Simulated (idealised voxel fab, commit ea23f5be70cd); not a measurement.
Module name: voxel capacitor over wiring (process module)
Each square cell in cross-section cut measures 5 nm, and the section as a whole is 220 nm wide.
In this document a cross-section is written as a grid of square cells. It is given as a series of bands, listed from the top down, and a band is one or more rows of cells. Band: top and bottom heights (nm) first, top before bottom; then materials from left to right, widths in nm. "edge to edge" marks a sole material filling the band edge to edge. "empty" denotes empty space. Heights are measured from 0, the level below which the as-received wafer is all one material; the lowest band has no bottom and continues downward, written as in "from 0 down". Width "30->40": first value at the band's top row of cells, second value at its bottom row, equal change from row to row. Given "stayed the same" for a step, no cell of the cross-section differs between before and after that step. The label "Unvented cavities" introduces a list of the empty spaces, 8 cells or larger, that have no open way up to the top; each entry in it reads width x height at distance, where the distance is taken from the left edge and all three are stated in nm. Heads up: the bit after the settings on a step's line is the simulator's remark on that step. overlay nm: mask offset rightward from planned place, masked step; negative means leftward offset.

The following list gives the planned process steps
1) RECEIVE,material Si
2) CONFORMAL_DEP,material SiO2,thk nm 15
3) CONFORMAL_DEP,material SiCN,thk nm 5
4) DIRECTIONAL_DEP,material SiO2,thk nm 20
5) DIRECTIONAL_DEP,material aC,thk nm 10
6) PATTERN,tone open,mask id METAL_1,material resist,width nm 25,pitch nm 75,thk nm 25,overlay nm 0
7) DIRECTIONAL_ETCH,etch materials aC,depth nm 10
8) STRIP,etch materials resist
9) DIRECTIONAL_ETCH,etch materials SiO2,depth nm 20
10) DIRECTIONAL_ETCH,etch materials SiCN,depth nm 5
11) STRIP,etch materials aC
12) CONFORMAL_DEP,material TiN,thk nm 5
13) FILL_DEP,material Ru,thk nm 10
14) CMP,height nm 40
15) EPI,material Ru,thk nm 5
16) FILL_DEP,material SiCN,thk nm 5
17) DIRECTIONAL_DEP,material lowk,thk nm 10
18) PATTERN,tone open,mask id PLUG_1,material resist,width nm 15,thk nm 20,overlay nm 0
19) DIRECTIONAL_ETCH,etch materials lowk,depth nm 10
20) DIRECTIONAL_ETCH,etch materials SiCN,depth nm 5
21) STRIP,etch materials resist
22) EPI,material Ru,thk nm 10
23) EPI,material Ru,thk nm 5
24) DIRECTIONAL_DEP,material TiN,thk nm 10
25) DIRECTIONAL_DEP,material HfO2,thk nm 5
26) DIRECTIONAL_DEP,material TiN,thk nm 10
27) DIRECTIONAL_DEP,material aC,thk nm 10
28) PATTERN,tone cover,mask id UPPER_PLATE,material resist,width nm 55,thk nm 30,overlay nm 0
29) DIRECTIONAL_ETCH,etch materials aC,depth nm 10
30) STRIP,etch materials resist
31) DIRECTIONAL_ETCH,etch materials TiN,depth nm 10
32) DIRECTIONAL_ETCH,etch materials HfO2,depth nm 5
33) STRIP,etch materials aC
34) DIRECTIONAL_DEP,material aC,thk nm 10
35) PATTERN,tone cover,mask id LOWER_PLATE,material resist,width nm 65,thk nm 25,overlay nm 0
36) DIRECTIONAL_ETCH,etch materials aC,depth nm 10
37) STRIP,etch materials resist
38) DIRECTIONAL_ETCH,etch materials TiN,depth nm 10
39) STRIP,etch materials aC
40) FILL_DEP,material SiO2,thk nm 20
41) CMP,height nm 100
42) MASKED_ETCH,tone open,mask id PLUG_2,width nm 15,etch materials SiO2,depth nm 15,overlay nm 0
43) CONFORMAL_DEP,material TiN,thk nm 5
44) FILL_DEP,material Cu,thk nm 5
45) CMP,height nm 100
46) CONFORMAL_DEP,material SiN,thk nm 5

First of two wafers: run as planned

So this is the incoming wafer in cross-section - it's already been through step 1
- from 0 down | Si edge to edge
- Unvented cavities: none

Wafer section view after processing step 2
- from 15 to 0 | SiO2 edge to edge
- Below 0, the layers are the same as they were.

Wafer section view after processing step 3
- from 20 to 15 | SiCN edge to edge
- Below 15, the layers are the same as they were.

Wafer section view after processing step 4
- from 40 to 20 | SiO2 edge to edge
- Below 20, the layers are the same as they were.

Wafer section view after processing step 5
- from 50 to 40 | aC edge to edge
- Below 40, the layers are the same as they were.

Wafer section view after processing step 6
- from 75 to 50 | resist 60 nm / empty 25 nm / resist 50 nm / empty 25 nm / resist 60 nm
- Below 50, the layers are the same as they were.

Wafer section view after processing step 7
- from 65 to 50 | resist 60 nm / empty 25 nm / resist 50 nm / empty 25 nm / resist 60 nm
- from 50 to 40 | aC 60 nm / empty 25 nm / aC 50 nm / empty 25 nm / aC 60 nm
- Below 40, the layers are the same as they were.

Wafer section view after processing step 8
- from 50 to 40 | aC 60 nm / empty 25 nm / aC 50 nm / empty 25 nm / aC 60 nm
- Below 40, the layers are the same as they were.

Wafer section view after processing step 9
- from 50 to 40 | aC 60 nm / empty 25 nm / aC 50 nm / empty 25 nm / aC 60 nm
- from 40 to 20 | SiO2 60 nm / empty 25 nm / SiO2 50 nm / empty 25 nm / SiO2 60 nm
- Below 20, the layers are the same as they were.

Wafer section view after processing step 10
- from 50 to 40 | aC 60 nm / empty 25 nm / aC 50 nm / empty 25 nm / aC 60 nm
- from 40 to 20 | SiO2 60 nm / empty 25 nm / SiO2 50 nm / empty 25 nm / SiO2 60 nm
- from 20 to 15 | SiCN 60 nm / empty 25 nm / SiCN 50 nm / empty 25 nm / SiCN 60 nm
- Below 15, the layers are the same as they were.

Wafer section view after processing step 11
- from 40 to 20 | SiO2 60 nm / empty 25 nm / SiO2 50 nm / empty 25 nm / SiO2 60 nm
- Below 20, the layers are the same as they were.

Wafer section view after processing step 12
- from 45 to 40 | TiN 65 nm / empty 15 nm / TiN 60 nm / empty 15 nm / TiN 65 nm
- from 40 to 20 | SiO2 60 nm / TiN 5 nm / empty 15 nm / TiN 5 nm / SiO2 50 nm / TiN 5 nm / empty 15 nm / TiN 5 nm / SiO2 60 nm
- from 20 to 15 | SiCN 60 nm / TiN 25 nm / SiCN 50 nm / TiN 25 nm / SiCN 60 nm
- Below 15, the layers are the same as they were.

Wafer section view after processing step 13
- from 55 to 45 | Ru edge to edge
- from 45 to 40 | TiN 65 nm / Ru 15 nm / TiN 60 nm / Ru 15 nm / TiN 65 nm
- from 40 to 20 | SiO2 60 nm / TiN 5 nm / Ru 15 nm / TiN 5 nm / SiO2 50 nm / TiN 5 nm / Ru 15 nm / TiN 5 nm / SiO2 60 nm
- Below 20, the layers are the same as they were.

Wafer section view after processing step 14
- from 40 to 20 | SiO2 60 nm / TiN 5 nm / Ru 15 nm / TiN 5 nm / SiO2 50 nm / TiN 5 nm / Ru 15 nm / TiN 5 nm / SiO2 60 nm
- Below 20, the layers are the same as they were.

Wafer section view after processing step 15
- from 45 to 40 | empty 55 nm / Ru 35 nm / empty 40 nm / Ru 35 nm / empty 55 nm
- Below 40, the layers are the same as they were.

Wafer section view after processing step 16
- from 50 to 45 | SiCN edge to edge
- from 45 to 40 | SiCN 55 nm / Ru 35 nm / SiCN 40 nm / Ru 35 nm / SiCN 55 nm
- Below 40, the layers are the same as they were.

Wafer section view after processing step 17
- from 60 to 50 | lowk edge to edge
- Below 50, the layers are the same as they were.

Wafer section view after processing step 18
- from 80 to 60 | resist 70 nm / empty 15 nm / resist 135 nm
- Below 60, the layers are the same as they were.

Wafer section view after processing step 19
- from 80 to 60 | resist 70 nm / empty 15 nm / resist 135 nm
- from 60 to 50 | lowk 70 nm / empty 15 nm / lowk 135 nm
- Below 50, the layers are the same as they were.

Wafer section view after processing step 20
- from 80 to 60 | resist 70 nm / empty 15 nm / resist 135 nm
- from 60 to 50 | lowk 70 nm / empty 15 nm / lowk 135 nm
- from 50 to 45 | SiCN 70 nm / empty 15 nm / SiCN 135 nm
- Below 45, the layers are the same as they were.

Wafer section view after processing step 21
- from 60 to 50 | lowk 70 nm / empty 15 nm / lowk 135 nm
- Below 50, the layers are the same as they were.

Wafer section view after processing step 22
- from 60 to 55 | lowk 70 nm / empty 15 nm / lowk 135 nm
- from 55 to 50 | lowk 70 nm / Ru 15 nm / lowk 135 nm
- from 50 to 45 | SiCN 70 nm / Ru 15 nm / SiCN 135 nm
- Below 45, the layers are the same as they were.

Wafer section view after processing step 23
- from 60 to 50 | lowk 70 nm / Ru 15 nm / lowk 135 nm
- Below 50, the layers are the same as they were.

Wafer section view after processing step 24
- from 70 to 60 | TiN edge to edge
- Below 60, the layers are the same as they were.

Wafer section view after processing step 25
- from 75 to 70 | HfO2 edge to edge
- Below 70, the layers are the same as they were.

Wafer section view after processing step 26
- from 85 to 75 | TiN edge to edge
- Below 75, the layers are the same as they were.

Wafer section view after processing step 27
- from 95 to 85 | aC edge to edge
- Below 85, the layers are the same as they were.

Wafer section view after processing step 28
- from 125 to 95 | empty 70 nm / resist 55 nm / empty 95 nm
- Below 95, the layers are the same as they were.

Wafer section view after processing step 29
- from 115 to 95 | empty 70 nm / resist 55 nm / empty 95 nm
- from 95 to 85 | empty 70 nm / aC 55 nm / empty 95 nm
- Below 85, the layers are the same as they were.

Wafer section view after processing step 30
- from 95 to 85 | empty 70 nm / aC 55 nm / empty 95 nm
- Below 85, the layers are the same as they were.

Wafer section view after processing step 31
- from 95 to 85 | empty 70 nm / aC 55 nm / empty 95 nm
- from 85 to 75 | empty 70 nm / TiN 55 nm / empty 95 nm
- Below 75, the layers are the same as they were.

Wafer section view after processing step 32
- from 95 to 85 | empty 70 nm / aC 55 nm / empty 95 nm
- from 85 to 75 | empty 70 nm / TiN 55 nm / empty 95 nm
- from 75 to 70 | empty 70 nm / HfO2 55 nm / empty 95 nm
- Below 70, the layers are the same as they were.

Wafer section view after processing step 33
- from 85 to 75 | empty 70 nm / TiN 55 nm / empty 95 nm
- Below 75, the layers are the same as they were.

Wafer section view after processing step 34
- from 95 to 85 | empty 70 nm / aC 55 nm / empty 95 nm
- from 85 to 80 | empty 70 nm / TiN 55 nm / empty 95 nm
- from 80 to 75 | aC 70 nm / TiN 55 nm / aC 95 nm
- from 75 to 70 | aC 70 nm / HfO2 55 nm / aC 95 nm
- Below 70, the layers are the same as they were.

Wafer section view after processing step 35
- from 120 to 95 | empty 65 nm / resist 65 nm / empty 90 nm
- from 95 to 85 | empty 65 nm / resist 5 nm / aC 55 nm / resist 5 nm / empty 90 nm
- from 85 to 80 | empty 65 nm / resist 5 nm / TiN 55 nm / resist 5 nm / empty 90 nm
- Below 80, the layers are the same as they were.

Wafer section view after processing step 36
- from 110 to 95 | empty 65 nm / resist 65 nm / empty 90 nm
- from 95 to 85 | empty 65 nm / resist 5 nm / aC 55 nm / resist 5 nm / empty 90 nm
- from 85 to 80 | empty 65 nm / resist 5 nm / TiN 55 nm / resist 5 nm / empty 90 nm
- from 80 to 75 | empty 65 nm / aC 5 nm / TiN 55 nm / aC 5 nm / empty 90 nm
- from 75 to 70 | empty 65 nm / aC 5 nm / HfO2 55 nm / aC 5 nm / empty 90 nm
- Below 70, the layers are the same as they were.

Wafer section view after processing step 37
- from 95 to 85 | empty 70 nm / aC 55 nm / empty 95 nm
- from 85 to 80 | empty 70 nm / TiN 55 nm / empty 95 nm
- Below 80, the layers are the same as they were.

Wafer section view after processing step 38
- from 95 to 85 | empty 70 nm / aC 55 nm / empty 95 nm
- from 85 to 80 | empty 70 nm / TiN 55 nm / empty 95 nm
- from 80 to 75 | empty 65 nm / aC 5 nm / TiN 55 nm / aC 5 nm / empty 90 nm
- from 75 to 70 | empty 65 nm / aC 5 nm / HfO2 55 nm / aC 5 nm / empty 90 nm
- from 70 to 60 | empty 65 nm / TiN 65 nm / empty 90 nm
- Below 60, the layers are the same as they were.

Wafer section view after processing step 39
- from 85 to 75 | empty 70 nm / TiN 55 nm / empty 95 nm
- from 75 to 70 | empty 70 nm / HfO2 55 nm / empty 95 nm
- Below 70, the layers are the same as they were.

Wafer section view after processing step 40
- from 105 to 85 | SiO2 edge to edge
- from 85 to 75 | SiO2 70 nm / TiN 55 nm / SiO2 95 nm
- from 75 to 70 | SiO2 70 nm / HfO2 55 nm / SiO2 95 nm
- from 70 to 60 | SiO2 65 nm / TiN 65 nm / SiO2 90 nm
- Below 60, the layers are the same as they were.

Wafer section view after processing step 41
- from 100 to 85 | SiO2 edge to edge
- Below 85, the layers are the same as they were.

Wafer section view after processing step 42
- from 100 to 85 | SiO2 80 nm / empty 15 nm / SiO2 125 nm
- Below 85, the layers are the same as they were.

Wafer section view after processing step 43
- from 105 to 100 | TiN 85 nm / empty 5 nm / TiN 130 nm
- from 100 to 90 | SiO2 80 nm / TiN 5 nm / empty 5 nm / TiN 5 nm / SiO2 125 nm
- from 90 to 85 | SiO2 80 nm / TiN 15 nm / SiO2 125 nm
- Below 85, the layers are the same as they were.

Wafer section view after processing step 44
- from 110 to 105 | Cu edge to edge
- from 105 to 100 | TiN 85 nm / Cu 5 nm / TiN 130 nm
- from 100 to 90 | SiO2 80 nm / TiN 5 nm / Cu 5 nm / TiN 5 nm / SiO2 125 nm
- Below 90, the layers are the same as they were.

Wafer section view after processing step 45
- from 100 to 90 | SiO2 80 nm / TiN 5 nm / Cu 5 nm / TiN 5 nm / SiO2 125 nm
- Below 90, the layers are the same as they were.

Wafer section view after processing step 46
- from 105 to 100 | SiN edge to edge
- Below 100, the layers are the same as they were.

Wafer two of the pair: same origin, same plan, one error during the run; identical to wafer one up to and including step 41

Planned end of step 42: second wafer, cross-section
- from 100 to 85 | SiO2 75 nm / empty 25 nm / SiO2 120 nm
- Below 85, the layers are the same as they were.

Planned end of step 43: second wafer, cross-section
- from 105 to 100 | TiN 80 nm / empty 15 nm / TiN 125 nm
- from 100 to 90 | SiO2 75 nm / TiN 5 nm / empty 15 nm / TiN 5 nm / SiO2 120 nm
- from 90 to 85 | SiO2 75 nm / TiN 25 nm / SiO2 120 nm
- Below 85, the layers are the same as they were.

Planned end of step 44: second wafer, cross-section
- from 110 to 105 | Cu edge to edge
- from 105 to 100 | TiN 80 nm / Cu 15 nm / TiN 125 nm
- from 100 to 90 | SiO2 75 nm / TiN 5 nm / Cu 15 nm / TiN 5 nm / SiO2 120 nm
- Below 90, the layers are the same as they were.

Planned end of step 45: second wafer, cross-section
- from 100 to 90 | SiO2 75 nm / TiN 5 nm / Cu 15 nm / TiN 5 nm / SiO2 120 nm
- Below 90, the layers are the same as they were.

Planned end of step 46: second wafer, cross-section
- from 105 to 100 | SiN edge to edge
- Below 100, the layers are the same as they were.
What went wrong in running the wafer? in deviation from the planned setting, step 42 was conducted as MASKED_ETCH,tone open,mask id PLUG_2,width nm 25,etch materials SiO2,depth nm 15,overlay nm 0
Final wafer comparison in cells, second versus first, more or fewer per material: Cu: 4 more, SiO2: 6 fewer, TiN: 2 more
